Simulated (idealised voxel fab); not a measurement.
Herein follows the process module entitled voxel tone inversion.
cross-section cut | 260 nm wide | cells 5 nm
Each cross-section below is a grid of square cells, stated as bands in top-down order, with one or more rows of cells making up each band.
Band: top height; bottom height; in nm. Then, left to right: material with width in nm, for each material. "everywhere": a single material spanning edge to edge. "empty": empty space.
Zero point of the height axis is 0; under it, received wafer = one material. Lowest band: continues down indefinitely, "from 0 down".
Top row gets the first number, bottom row gets the second, and each row in between changes by the same step: that is how a band width like "30 to 40" works.
Step marked "nothing changed"? Then no cell in the cross-section changed in it.
"Enclosed void entries": sealed empty spaces, 8 cells or more, no open way to top, listed width x height at distance, with distance from the left edge and width, height and distance in nm.
The remark found on a step's line after its settings is issued by the simulator itself and pertains to that step.
"overlay nm" on a masked step: distance the mask lay right of its planned place, negative for left.

THE PROCESS STEPS THAT WERE PLANNED ARE LISTED BELOW
1: RECEIVE with material Si
2: CONFORMAL_DEP with material SiCN, thk nm 10
3: DIRECTIONAL_DEP with material aC, thk nm 20
4: PATTERN with tone cover, mask id POSTS, material resist, width nm 20, pitch nm 45, thk nm 30, overlay nm 0
5: DIRECTIONAL_ETCH with etch materials aC, depth nm 20
6: STRIP with etch materials resist
7: FILL_DEP with material lowk, thk nm 10
8: CMP with height nm 30
9: STRIP with etch materials aC
10: CONFORMAL_DEP with material TiN, thk nm 5
11: FILL_DEP with material Cu, thk nm 5
12: CMP with height nm 30
13: CONFORMAL_DEP with material SiN, thk nm 5

WAFER CROSS-SECTION ON RECEIPT, I.E. AFTER STEP 1
from 0 down | Si everywhere
Enclosed void entries: none

END-OF-MODULE CROSS-SECTION OF THE FIRST OF TWO WAFERS, PROCESSED AS PLANNED
from 35 to 30 | SiN everywhere
from 30 to 15 | 75 of lowk | 5 of TiN | 10 of Cu | 5 of TiN | 25 of lowk | 5 of TiN | 10 of Cu | 5 of TiN | 25 of lowk | 5 of TiN | 10 of Cu | 5 of TiN | 75 of lowk
from 15 to 10 | 75 of lowk | 20 of TiN | 25 of lowk | 20 of TiN | 25 of lowk | 20 of TiN | 75 of lowk
from 10 to 0 | SiCN everywhere
from 0 down | Si everywhere
Enclosed void entries: none

THE SECOND WAFER, SHOWN IN CROSS-SECTION AFTER THE MODULE: STARTED THE SAME WAY AS THE FIRST AND GIVEN THE SAME PLAN, YET ONE MISTAKE CREPT INTO HOW IT WAS RUN
from 35 to 30 | SiN everywhere
from 30 to 15 | 70 of Cu | 5 of TiN | 20 of lowk | 5 of TiN | 15 of Cu | 5 of TiN | 20 of lowk | 5 of TiN | 15 of Cu | 5 of TiN | 20 of lowk | 5 of TiN | 70 of Cu
from 15 to 10 | 75 of TiN | 20 of lowk | 25 of TiN | 20 of lowk | 25 of TiN | 20 of lowk | 75 of TiN
from 10 to 0 | SiCN everywhere
from 0 down | Si everywhere
Enclosed void entries: none
Error vs. plan: step 4, actual vs plan mismatch, actual run PATTERN with tone open, mask id POSTS, material resist, width nm 20, pitch nm 45, thk nm 30, overlay nm 0
In the final state, the cell counts of the second wafer exceed or fall short of those of the first for the following materials: 84 more of Cu | 28 more of TiN | 112 fewer of lowk
